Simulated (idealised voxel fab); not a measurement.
process module | voxel double patterning
cross-section cut | 190 nm wide | cells 5 nm
A cross-section is a grid of square cells, given in bands from the top down. A band is one or more rows of cells.
Each band's line starts with the height of the band's top and of its bottom, in nm. Then come its materials from left to right, each with its width in nm. One material with "throughout" fills the band from edge to edge. "air" is empty space.
Height 0 is the level under which the wafer as received is all one material. The lowest band goes on downwards, as in "0 down".
A width such as "30 to 40" changes by the same amount from each row of cells to the next, from the band's top row to its bottom row.
"no change" after a step means that no cell of the cross-section changed.
closed voids: empty space of 8 cells or more with no open way to the top, each as width x height at its distance from the left edge, in nm
after a step's settings: what the simulator itself notes on the step
overlay nm, on a step with a mask: how far to the right of its planned place the mask lay; to the left if negative
plan
1 op RECEIVE | material Si
2 op CONFORMAL_DEP | material SiO2 | thk nm 5
3 op DIRECTIONAL_DEP | material W | thk nm 15
4 op DIRECTIONAL_DEP | material SiN | thk nm 10
5 op MASKED_ETCH | tone open | mask id FIRST | width nm 15 | pitch nm 50 | etch materials SiN | depth nm 10 | overlay nm 0
6 op PATTERN | tone open | mask id SECOND | material resist | width nm 15 | thk nm 20 | overlay nm -15
7 op DIRECTIONAL_ETCH | etch materials SiN | depth nm 10
8 op STRIP | etch materials resist
9 op DIRECTIONAL_ETCH | etch materials W | depth nm 15
10 op STRIP | etch materials SiN
varied across the wafers: overlay nm of step 6. The plan shows the first wafer's value. All wafers start alike
first wafer as received, after step 1
  0 down: Si throughout
  closed voids: none
first wafer at the end, after step 10
  20 to 5: W 60 | air 25 | W 25 | air 15 | W 65
  5 to 0: SiO2 throughout
  0 down: Si throughout
  closed voids: none
last wafer at the end
  20 to 5: W 60 | air 15 | W 25 | air 25 | W 65
  5 to 0: SiO2 throughout
  0 down: Si throughout
  closed voids: none
each wafer at the end: cells of each material gained (+) or lost (-) since it was received, then its closed voids
overlay nm -15 | +38 SiO2 | +90 W | closed voids: none
overlay nm -10 | +38 SiO2 | +87 W | closed voids: none
overlay nm -5 | +38 SiO2 | +87 W | closed voids: none
overlay nm 0 | +38 SiO2 | +87 W | closed voids: none
overlay nm 5 | +38 SiO2 | +87 W | closed voids: none
overlay nm 10 | +38 SiO2 | +87 W | closed voids: none
overlay nm 15 | +38 SiO2 | +90 W | closed voids: none
